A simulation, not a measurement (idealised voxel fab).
This is a process module. Its name is voxel self aligned contacts.
Cross-sectional view cut (width: 175 nm; square cell size: 5 nm).
Cross-section, as written here: a square-cell grid given band by band from the top down, where a band holds one or more rows of cells. Band entry format. Leading values: height of top, height of bottom, nm. Remainder: materials in left-to-right order, each with its width in nm. Special words: "throughout" on a single material, which then fills the band edge to edge; "air", empty space. Height reference: 0 = level under which incoming wafer is all one material. Lowest band: no bottom, runs on downward, e.g. "top 0, no bottom". So if you see something like "30->40" for the width, read it as the top row of the band sitting at the first number and the bottom row at the second, with every row in between moving by the same amount as the last. Step note "no change" = no cross-section cell changed. In "Sealed-off cavities" the enclosed voids are listed, meaning empty spaces of 8 cells or larger without any opening to the top. The form is width x height at distance, distance from the left edge, units nm. Note: text after step settings on the step line = simulator remark on that step. overlay nm: mask right of planned place by this much (step with mask). Neg. = left.
-- Steps planned for the process
step 1: RECEIVE (material Si)
step 2: CONFORMAL_DEP (material SiO2; thk nm 5)
step 3: DIRECTIONAL_DEP (material polySi; thk nm 25)
step 4: DIRECTIONAL_DEP (material SiN; thk nm 15)
step 5: DIRECTIONAL_DEP (material aC; thk nm 10)
step 6: PATTERN (tone cover; mask id GATE; material resist; width nm 30; pitch nm 55; thk nm 30; overlay nm 0)
step 7: DIRECTIONAL_ETCH (etch materials aC; depth nm 10)
step 8: STRIP (etch materials resist)
step 9: DIRECTIONAL_ETCH (etch materials SiN; depth nm 15)
step 10: DIRECTIONAL_ETCH (etch materials polySi; depth nm 25)
step 11: STRIP (etch materials aC)
step 12: CONFORMAL_DEP (material SiN; thk nm 5)
step 13: DIRECTIONAL_ETCH (etch materials SiN; depth nm 5)
step 14: FILL_DEP (material SiO2; thk nm 20)
step 15: CMP (height nm 55)
step 16: MASKED_ETCH (tone open; mask id CONTACT; width nm 35; etch materials SiO2; depth nm 55; overlay nm 0)
step 17: CONFORMAL_DEP (material TiN; thk nm 5)
step 18: FILL_DEP (material Ru; thk nm 5)
step 19: CMP (height nm 55)
step 20: CONFORMAL_DEP (material SiCN; thk nm 5)
-- Wafer, first of two, run as planned
-- Received-state cross-section, reflecting completion of step 1
	top 0, no bottom: Si throughout
	Sealed-off cavities: none
-- Presented here is a cross-section of the wafer after step 2 has been performed
	top 5, bottom 0: SiO2 throughout
	Everything below 0 is unchanged.
-- Presented here is a cross-section of the wafer after step 3 has been performed
	top 30, bottom 5: polySi throughout
	Everything below 5 is unchanged.
-- Presented here is a cross-section of the wafer after step 4 has been performed
	top 45, bottom 30: SiN throughout
	Everything below 30 is unchanged.
-- Presented here is a cross-section of the wafer after step 5 has been performed
	top 55, bottom 45: aC throughout
	Everything below 45 is unchanged.
-- Presented here is a cross-section of the wafer after step 6 has been performed
	top 85, bottom 55: air=45 / resist=30 / air=25 / resist=30 / air=45
	Everything below 55 is unchanged.
-- Presented here is a cross-section of the wafer after step 7 has been performed
	top 75, bottom 55: air=45 / resist=30 / air=25 / resist=30 / air=45
	top 55, bottom 45: air=45 / aC=30 / air=25 / aC=30 / air=45
	Everything below 45 is unchanged.
-- Presented here is a cross-section of the wafer after step 8 has been performed
	top 55, bottom 45: air=45 / aC=30 / air=25 / aC=30 / air=45
	Everything below 45 is unchanged.
-- Presented here is a cross-section of the wafer after step 9 has been performed
	top 55, bottom 45: air=45 / aC=30 / air=25 / aC=30 / air=45
	top 45, bottom 30: air=45 / SiN=30 / air=25 / SiN=30 / air=45
	Everything below 30 is unchanged.
-- Presented here is a cross-section of the wafer after step 10 has been performed
	top 55, bottom 45: air=45 / aC=30 / air=25 / aC=30 / air=45
	top 45, bottom 30: air=45 / SiN=30 / air=25 / SiN=30 / air=45
	top 30, bottom 5: air=45 / polySi=30 / air=25 / polySi=30 / air=45
	Everything below 5 is unchanged.
-- Presented here is a cross-section of the wafer after step 11 has been performed
	top 45, bottom 30: air=45 / SiN=30 / air=25 / SiN=30 / air=45
	Everything below 30 is unchanged.
-- Presented here is a cross-section of the wafer after step 12 has been performed
	top 50, bottom 30: air=40 / SiN=40 / air=15 / SiN=40 / air=40
	top 30, bottom 10: air=40 / SiN=5 / polySi=30 / SiN=5 / air=15 / SiN=5 / polySi=30 / SiN=5 / air=40
	top 10, bottom 5: SiN=45 / polySi=30 / SiN=25 / polySi=30 / SiN=45
	Everything below 5 is unchanged.
-- Presented here is a cross-section of the wafer after step 13 has been performed
	top 45, bottom 30: air=40 / SiN=40 / air=15 / SiN=40 / air=40
	top 30, bottom 5: air=40 / SiN=5 / polySi=30 / SiN=5 / air=15 / SiN=5 / polySi=30 / SiN=5 / air=40
	Everything below 5 is unchanged.
-- Presented here is a cross-section of the wafer after step 14 has been performed
	top 65, bottom 45: SiO2 throughout
	top 45, bottom 30: SiO2=40 / SiN=40 / SiO2=15 / SiN=40 / SiO2=40
	top 30, bottom 5: SiO2=40 / SiN=5 / polySi=30 / SiN=5 / SiO2=15 / SiN=5 / polySi=30 / SiN=5 / SiO2=40
	Everything below 5 is unchanged.
-- Presented here is a cross-section of the wafer after step 15 has been performed
	top 55, bottom 45: SiO2 throughout
	Everything below 45 is unchanged.
-- Presented here is a cross-section of the wafer after step 16 has been performed
	top 55, bottom 45: SiO2=70 / air=35 / SiO2=70
	top 45, bottom 30: SiO2=40 / SiN=40 / air=15 / SiN=40 / SiO2=40
	top 30, bottom 5: SiO2=40 / SiN=5 / polySi=30 / SiN=5 / air=15 / SiN=5 / polySi=30 / SiN=5 / SiO2=40
	top 5, bottom 0: SiO2=80 / air=15 / SiO2=80
	Everything below 0 is unchanged.
-- Presented here is a cross-section of the wafer after step 17 has been performed
	top 60, bottom 55: TiN=75 / air=25 / TiN=75
	top 55, bottom 45: SiO2=70 / TiN=5->15 / air=25->5 / TiN=5->15 / SiO2=70
	top 45, bottom 30: SiO2=40 / SiN=40 / TiN=5 / air=5 / TiN=5 / SiN=40 / SiO2=40
	top 30, bottom 5: SiO2=40 / SiN=5 / polySi=30 / SiN=5 / TiN=5 / air=5 / TiN=5 / SiN=5 / polySi=30 / SiN=5 / SiO2=40
	top 5, bottom 0: SiO2=80 / TiN=15 / SiO2=80
	Everything below 0 is unchanged.
-- Presented here is a cross-section of the wafer after step 18 has been performed
	top 65, bottom 60: Ru throughout
	top 60, bottom 55: TiN=75 / Ru=25 / TiN=75
	top 55, bottom 45: SiO2=70 / TiN=5->15 / Ru=25->5 / TiN=5->15 / SiO2=70
	top 45, bottom 30: SiO2=40 / SiN=40 / TiN=5 / Ru=5 / TiN=5 / SiN=40 / SiO2=40
	top 30, bottom 5: SiO2=40 / SiN=5 / polySi=30 / SiN=5 / TiN=5 / Ru=5 / TiN=5 / SiN=5 / polySi=30 / SiN=5 / SiO2=40
	Everything below 5 is unchanged.
-- Presented here is a cross-section of the wafer after step 19 has been performed
	top 55, bottom 45: SiO2=70 / TiN=5->15 / Ru=25->5 / TiN=5->15 / SiO2=70
	Everything below 45 is unchanged.
-- Presented here is a cross-section of the wafer after step 20 has been performed
	top 60, bottom 55: SiCN throughout
	Everything below 55 is unchanged.
-- Second wafer, same starting state and plan as the first, one mistake in the run, identical through step 15
-- X-section, second wafer, when step 16 was due to finish
	top 55, bottom 45: SiO2=75 / air=25 / SiO2=75
	top 45, bottom 30: SiO2=40 / SiN=40 / air=15 / SiN=40 / SiO2=40
	top 30, bottom 5: SiO2=40 / SiN=5 / polySi=30 / SiN=5 / air=15 / SiN=5 / polySi=30 / SiN=5 / SiO2=40
	top 5, bottom 0: SiO2=80 / air=15 / SiO2=80
	Everything below 0 is unchanged.
-- X-section, second wafer, when step 17 was due to finish
	top 60, bottom 55: TiN=80 / air=15 / TiN=80
	top 55, bottom 45: SiO2=75 / TiN=5->10 / air=15->5 / TiN=5->10 / SiO2=75
	top 45, bottom 30: SiO2=40 / SiN=40 / TiN=5 / air=5 / TiN=5 / SiN=40 / SiO2=40
	top 30, bottom 5: SiO2=40 / SiN=5 / polySi=30 / SiN=5 / TiN=5 / air=5 / TiN=5 / SiN=5 / polySi=30 / SiN=5 / SiO2=40
	top 5, bottom 0: SiO2=80 / TiN=15 / SiO2=80
	Everything below 0 is unchanged.
-- X-section, second wafer, when step 18 was due to finish
	top 65, bottom 60: Ru throughout
	top 60, bottom 55: TiN=80 / Ru=15 / TiN=80
	top 55, bottom 45: SiO2=75 / TiN=5->10 / Ru=15->5 / TiN=5->10 / SiO2=75
	top 45, bottom 30: SiO2=40 / SiN=40 / TiN=5 / Ru=5 / TiN=5 / SiN=40 / SiO2=40
	top 30, bottom 5: SiO2=40 / SiN=5 / polySi=30 / SiN=5 / TiN=5 / Ru=5 / TiN=5 / SiN=5 / polySi=30 / SiN=5 / SiO2=40
	Everything below 5 is unchanged.
-- X-section, second wafer, when step 19 was due to finish
	top 55, bottom 45: SiO2=75 / TiN=5->10 / Ru=15->5 / TiN=5->10 / SiO2=75
	Everything below 45 is unchanged.
-- X-section, second wafer, when step 20 was due to finish
	top 60, bottom 55: SiCN throughout
	Everything below 55 is unchanged.
Plan not followed: step 16 went in with a setting other than planned; the actual run was MASKED_ETCH (tone open; mask id CONTACT; width nm 25; etch materials SiO2; depth nm 55; overlay nm 0)
The final cell counts differ between the wafers, with the second having more or fewer of some materials than the first: -2 Ru, +4 SiO2, -2 TiN
